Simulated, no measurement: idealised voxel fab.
The document below concerns the process module designated voxel trench capacitor.
In the cross-section labelled cut, the width is 260 nm and each square cell is 5 nm.
Bands, listed from the top down, are how a cross-section gets written in this document; the cross-section itself is a grid of square cells, and a band is one or more rows of them.
The band entry comprises the height of the band's top followed by the height of its bottom, expressed in nm, and subsequently the band's materials from left to right, each stated together with its width in nm. Where a single material is marked with the word "throughout", that material fills the band from edge to edge. The word "air" represents empty space.
Height datum 0, below which the as-received substrate wafer is one material. Lowest band open at the bottom, running downward: "0 and below".
The width entry "30..40" should be interpreted row by row: the top row of cells in the band takes the first number, the bottom row takes the second number, and the change between adjacent rows is uniform throughout.
Any step labelled "same as before" changed none of the cells in the cross-section.
"Completely sealed voids": empty spaces of 8 cells or more with no open way to the top, each given as width x height at distance, distance from the left edge, all in nm.
Text after the settings on a step's line: the simulator's own remark on that step.
overlay nm, on a step with a mask: how far to the right of its planned place the mask lay; to the left if negative

### The process steps that were planned are listed below
1 RECEIVE [material Si]
2 CONFORMAL_DEP [material SiN] [thk nm 5]
3 PATTERN [tone open] [mask id TRENCH] [material resist] [width nm 15] [pitch nm 30] [thk nm 20] [overlay nm 0]
4 DIRECTIONAL_ETCH [etch materials SiN] [depth nm 5]
5 DIRECTIONAL_ETCH [etch materials Si] [depth nm 35]
6 STRIP [etch materials resist]
7 CONFORMAL_DEP [material SiO2] [thk nm 5]
8 FILL_DEP [material polySi] [thk nm 5]
9 CMP [height nm 5]

### Wafer as received: cross-section following step 1
- 0 and below = Si throughout
- Completely sealed voids: none

### As-planned run: cross-section of the first of two wafers at end of module
- 5 down to 0 = 90 SiN, 5 SiO2, 5 polySi, 5 SiO2, 15 SiN, 5 SiO2, 5 polySi, 5 SiO2, 15 SiN, 5 SiO2, 5 polySi, 5 SiO2, 95 SiN
- 0 down to -30 = 90 Si, 5 SiO2, 5 polySi, 5 SiO2, 15 Si, 5 SiO2, 5 polySi, 5 SiO2, 15 Si, 5 SiO2, 5 polySi, 5 SiO2, 95 Si
- -30 down to -35 = 90 Si, 15 SiO2, 15 Si, 15 SiO2, 15 Si, 15 SiO2, 95 Si
- -35 and below = Si throughout
- Completely sealed voids: none

### Here's the second of our two wafers sectioned at module end. Same start as the first, same plan, but one mistake got made running it
- 5 down to 0 = 90 SiN, 5 SiO2, 5 polySi, 5 SiO2, 15 SiN, 5 SiO2, 5 polySi, 5 SiO2, 15 SiN, 5 SiO2, 5 polySi, 5 SiO2, 95 SiN
- 0 down to -35 = 90 Si, 5 SiO2, 5 polySi, 5 SiO2, 15 Si, 5 SiO2, 5 polySi, 5 SiO2, 15 Si, 5 SiO2, 5 polySi, 5 SiO2, 95 Si
- -35 down to -40 = 90 Si, 15 SiO2, 15 Si, 15 SiO2, 15 Si, 15 SiO2, 95 Si
- -40 and below = Si throughout
- Completely sealed voids: none
The plan and the run diverged here: heads up, step 5 didn't go per plan, it actually ran as DIRECTIONAL_ETCH [etch materials Si] [depth nm 40]
Per the end-of-run cell counts, the second wafer holds more or fewer of some materials than the first: 9 fewer of Si | 6 more of SiO2 | 3 more of polySi
